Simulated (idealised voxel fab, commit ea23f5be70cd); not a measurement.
process module | voxel wiring stack
cross-section cut | 250 nm wide | cells 5 nm
A cross-section is a grid of square cells, given in bands from the top down. A band is one or more rows of cells.
Each band's line starts with the height of the band's top and of its bottom, in nm. Then come its materials from left to right, each with its width in nm. One material with "throughout" fills the band from edge to edge. "air" is empty space.
Height 0 is the level under which the wafer as received is all one material. The lowest band goes on downwards, as in "0 down".
A width such as "30 to 40" changes by the same amount from each row of cells to the next, from the band's top row to its bottom row.
"no change" after a step means that no cell of the cross-section changed.
closed voids: empty space of 8 cells or more with no open way to the top, each as width x height at its distance from the left edge, in nm
after a step's settings: what the simulator itself notes on the step
overlay nm, on a step with a mask: how far to the right of its planned place the mask lay; to the left if negative
plan
1 op RECEIVE | material Si
2 op CONFORMAL_DEP | material SiO2 | thk nm 10
3 op DIRECTIONAL_DEP | material TiN | thk nm 5
4 op DIRECTIONAL_DEP | material W | thk nm 15
5 op DIRECTIONAL_DEP | material aC | thk nm 10
6 op PATTERN | tone cover | mask id METAL_1 | material resist | width nm 30 | pitch nm 50 | thk nm 25 | overlay nm 0
7 op DIRECTIONAL_ETCH | etch materials aC | depth nm 10
8 op STRIP | etch materials resist
9 op DIRECTIONAL_ETCH | etch materials W | depth nm 15
10 op DIRECTIONAL_ETCH | etch materials TiN | depth nm 5
11 op STRIP | etch materials aC
12 op FILL_DEP | material lowk | thk nm 5
13 op CMP | height nm 20
14 op CONFORMAL_DEP | material SiCN | thk nm 5
15 op DIRECTIONAL_DEP | material lowk | thk nm 25
16 op DIRECTIONAL_DEP | material aC | thk nm 10
17 op PATTERN | tone open | mask id METAL_2 | material resist | width nm 30 | pitch nm 50 | thk nm 25 | overlay nm 0
18 op DIRECTIONAL_ETCH | etch materials aC | depth nm 10
19 op STRIP | etch materials resist
20 op DIRECTIONAL_ETCH | etch materials lowk | depth nm 15
21 op STRIP | etch materials aC
22 op MASKED_ETCH | tone open | mask id METAL_2_HOLES | width nm 15 | pitch nm 50 | etch materials lowk | depth nm 10 | overlay nm 0
23 op MASKED_ETCH | tone open | mask id METAL_2_HOLES | width nm 15 | pitch nm 50 | etch materials SiCN | depth nm 5 | overlay nm 0
24 op CONFORMAL_DEP | material TiN | thk nm 5
25 op FILL_DEP | material Cu | thk nm 10
26 op CMP | height nm 60
27 op CONFORMAL_DEP | material SiCN | thk nm 5
28 op DIRECTIONAL_DEP | material SiO2 | thk nm 15
29 op PATTERN | tone open | mask id PLUG_2 | material resist | width nm 15 | pitch nm 50 | thk nm 15 | overlay nm 0
30 op DIRECTIONAL_ETCH | etch materials SiO2 | depth nm 15
31 op DIRECTIONAL_ETCH | etch materials SiCN | depth nm 5
32 op STRIP | etch materials resist
33 op EPI | material Ru | thk nm 10
34 op EPI | material Ru | thk nm 10
35 op DIRECTIONAL_DEP | material TiN | thk nm 5
36 op DIRECTIONAL_DEP | material Ru | thk nm 25
37 op MASKED_ETCH | tone cover | mask id METAL_3 | width nm 30 | pitch nm 50 | etch materials Ru | depth nm 25 | overlay nm 0
38 op MASKED_ETCH | tone cover | mask id METAL_3 | width nm 30 | pitch nm 50 | etch materials TiN | depth nm 5 | overlay nm 0
39 op CONFORMAL_DEP | material SiCN | thk nm 5
40 op FILL_DEP | material lowk | thk nm 5
41 op CMP | height nm 110
42 op CONFORMAL_DEP | material SiCN | thk nm 5
varied across the wafers: height nm of step 13. The plan shows the first wafer's value. All wafers start alike
first wafer as received, after step 1
  0 down: Si throughout
  closed voids: none
each wafer at the end: cells of each material gained (+) or lost (-) since it was received, then its closed voids
height nm 20 | +95 Cu | +126 Ru | +194 SiCN | +223 SiO2 | +122 TiN | +18 W | +372 lowk | closed voids: none
height nm 25 | +45 Cu | +126 Ru | +194 SiCN | +223 SiO2 | +122 TiN | +36 W | +404 lowk | closed voids: none
height nm 30 | +33 Cu | +126 Ru | +194 SiCN | +223 SiO2 | +84 TiN | +54 W | +436 lowk | closed voids: none
height nm 35 | +21 Cu | +126 Ru | +194 SiCN | +223 SiO2 | +78 TiN | +54 W | +454 lowk | closed voids: none
